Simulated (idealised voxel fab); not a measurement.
process module | voxel quadruple lines
cross-section cut | 185 nm wide | cells 5 nm
A cross-section is a grid of square cells, given in bands from the top down. A band is one or more rows of cells.
Each band's line starts with the height of the band's top and of its bottom, in nm. Then come its materials from left to right, each with its width in nm. One material with "throughout" fills the band from edge to edge. "air" is empty space.
Height 0 is the level under which the wafer as received is all one material. The lowest band goes on downwards, as in "0 down".
A width such as "30 to 40" changes by the same amount from each row of cells to the next, from the band's top row to its bottom row.
"no change" after a step means that no cell of the cross-section changed.
closed voids: empty space of 8 cells or more with no open way to the top, each as width x height at its distance from the left edge, in nm
after a step's settings: what the simulator itself notes on the step
overlay nm, on a step with a mask: how far to the right of its planned place the mask lay; to the left if negative
plan
1 op RECEIVE | material Si
2 op CONFORMAL_DEP | material SiO2 | thk nm 10
3 op DIRECTIONAL_DEP | material W | thk nm 10
4 op DIRECTIONAL_DEP | material polySi | thk nm 20
5 op DIRECTIONAL_DEP | material aC | thk nm 20
6 op PATTERN | tone cover | mask id MANDREL | material resist | width nm 35 | thk nm 30 | overlay nm 0
7 op DIRECTIONAL_ETCH | etch materials aC | depth nm 20
8 op STRIP | etch materials resist
9 op CONFORMAL_DEP | material SiO2 | thk nm 15
10 op DIRECTIONAL_ETCH | etch materials SiO2 | depth nm 15
11 op STRIP | etch materials aC
12 op DIRECTIONAL_ETCH | etch materials polySi | depth nm 20
13 op STRIP | etch materials SiO2
14 op CONFORMAL_DEP | material SiCN | thk nm 10
15 op DIRECTIONAL_ETCH | etch materials SiCN | depth nm 10
16 op STRIP | etch materials polySi
17 op DIRECTIONAL_ETCH | etch materials W | depth nm 10
18 op STRIP | etch materials SiCN
19 op FILL_DEP | material SiO2 | thk nm 10
20 op CMP | height nm 20
as received, after step 1
  0 down: Si throughout
  closed voids: none
first wafer at the end, as planned
  20 to 10: SiO2 50 | W 10 | SiO2 15 | W 10 | SiO2 15 | W 10 | SiO2 15 | W 10 | SiO2 50
  10 to 0: SiO2 throughout
  0 down: Si throughout
  closed voids: none
second wafer at the end: like start, like plan, one mistake
  20 to 10: polySi throughout
  10 to 0: SiO2 throughout
  0 down: Si throughout
  closed voids: none
what went wrong: steps 3 and 4 were swapped
at the end the second wafer has, in cells: 58 fewer of SiO2 | 16 fewer of W | 74 more of polySi
